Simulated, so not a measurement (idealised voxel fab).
Title: Process Module voxel tone inversion
The cross-section on display is named cut; it measures 215 nm wide, and its cells are 5 nm squares.
Reading order for cross-sections: top band down to bottom band. Underlying form: a grid of square cells. Band size: one or more rows of cells.
Basically the band line says how high the top is and how high the bottom is, in nm, and then what's in it from left to right, every material with its width in nm. Empty space shows up as "blank", and if a single material carries "edge to edge" it runs the full band edge to edge.
Heights are reckoned from 0. Under this level, the received wafer is all of one material. The bottommost band is open-ended downward, for example "0..down".
Width: "30..40" (first number = top row, second number = bottom row, same change from row to row of cells).
Given "no change occurred" for a step, no cell of the cross-section differs between before and after that step.
Each empty space that has no open way to the top and spans at least 8 cells appears under "Listed closed voids" as width x height at distance, the distance counted from the left edge, all in nm.
Note: text after step settings on the step line = simulator remark on that step.
A step's line can hold "overlay nm"; with a mask on that step, the setting says how far right of the planned place the mask lay, while a negative setting says it lay to the left.
[This section lists the process steps that were planned]
1: RECEIVE (material Si)
2: CONFORMAL_DEP (material SiCN; thk nm 5)
3: DIRECTIONAL_DEP (material polySi; thk nm 25)
4: PATTERN (tone cover; mask id POSTS; material resist; width nm 20; pitch nm 45; thk nm 35; overlay nm 0)
5: DIRECTIONAL_ETCH (etch materials polySi; depth nm 25)
6: STRIP (etch materials resist)
7: FILL_DEP (material SiO2; thk nm 10)
8: CMP (height nm 30)
9: STRIP (etch materials polySi)
[Delivered wafer in cross-section: state after step 1]
	0..down  Si edge to edge
	Listed closed voids: none
[First of two wafers, end-of-module section, run followed plan]
	30..5  SiO2=75, blank=20, SiO2=25, blank=20, SiO2=75
	5..0  SiCN edge to edge
	0..down  Si edge to edge
	Listed closed voids: none
[Cross-sectional image of the second wafer of the two following completion of the module. Starting state and process plan were the same as for the first wafer; one execution error occurred]
	30..5  SiO2=70, blank=30, SiO2=15, blank=30, SiO2=70
	5..0  SiCN edge to edge
	0..down  Si edge to edge
	Listed closed voids: none
What went wrong in running the wafer? it should be noted that step 4 was executed with settings other than those planned, the operation and settings actually applied being PATTERN (tone cover; mask id POSTS; material resist; width nm 30; pitch nm 45; thk nm 35; overlay nm 0)
Wafer comparison, final, in cells, second relative to first, materials more or fewer: 20 fewer of SiO2
